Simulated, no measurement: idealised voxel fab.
The process module that follows is named voxel spacer lines.
It is cross-section cut that appears here, measuring 150 nm in width, its square cells being 5 nm in size.
Cross-section layout: square cells on a grid; listed as bands, top to bottom; a band spans one or more cell rows.
Top, bottom (nm), then materials left to right with widths (nm); lone material tagged "everywhere" fills the whole band edge to edge; "air" = empty space.
Where do heights start? At 0: under that level the wafer as delivered is made of one material only. And the lowest band has no floor; it just carries on downward, as in "0 nm and below".
The two numbers in a width such as "30 to 40" mark its ends across the band: the first belongs to the top row of cells, the second to the bottom row, and from each row to the next the width moves by the same amount.
Basically "all unchanged" means that step didn't change any cell in the cross-section.
Heads up: "Closed voids list" only lists the empty pockets with no open path to the top that are 8 cells or more, and it writes them as width x height at distance, distance from the left edge, in nm.
It should be noted that, on the line of a given step, the content following the step's settings is a remark produced by the simulator itself with respect to that step.
For masked steps, "overlay nm" on the step line gives how far right of plan the mask actually lay; a minus sign means it lay to the left.
[List of planned process steps]
- 1: RECEIVE, material Si
- 2: CONFORMAL_DEP, material Al2O3, thk nm 10
- 3: DIRECTIONAL_DEP, material TiN, thk nm 15
- 4: DIRECTIONAL_DEP, material polySi, thk nm 30
- 5: PATTERN, tone cover, mask id MANDREL, material resist, width nm 20, pitch nm 60, thk nm 40, overlay nm 0
- 6: DIRECTIONAL_ETCH, etch materials polySi, depth nm 30
- 7: STRIP, etch materials resist
- 8: CONFORMAL_DEP, material SiN, thk nm 10
- 9: DIRECTIONAL_ETCH, etch materials SiN, depth nm 10
- 10: STRIP, etch materials polySi
- 11: DIRECTIONAL_ETCH, etch materials TiN, depth nm 15
- 12: STRIP, etch materials SiN
- 13: FILL_DEP, material lowk, thk nm 10
- 14: CMP, height nm 25
[Incoming wafer in cross-section (state: after step 1)]
0 nm and below  Si everywhere
Closed voids list: none
[End-of-module cross-section of the first of two wafers, processed as planned]
25 nm to 10 nm  lowk: 25, then TiN: 10, then lowk: 20, then TiN: 10, then lowk: 20, then TiN: 10, then lowk: 20, then TiN: 10, then lowk: 25
10 nm to 0 nm  Al2O3 everywhere
0 nm and below  Si everywhere
Closed voids list: none
[Cross-section at end of module for the second wafer of two, which matched the first in starting point and plan and differed by one mistake in its processing]
25 nm to 15 nm  lowk: 25, then TiN: 10, then lowk: 20, then TiN: 10, then lowk: 20, then TiN: 10, then lowk: 20, then TiN: 10, then lowk: 25
15 nm to 0 nm  Al2O3 everywhere
0 nm and below  Si everywhere
Closed voids list: none
What broke from the plan during processing? note that step 2 departed from the planned setting and was carried out as CONFORMAL_DEP, material Al2O3, thk nm 15
It is noted that, at the conclusion of processing, the second wafer exhibits a higher or lower cell count for certain materials relative to the first: 30 more of Al2O3, 8 fewer of TiN, 22 fewer of lowk
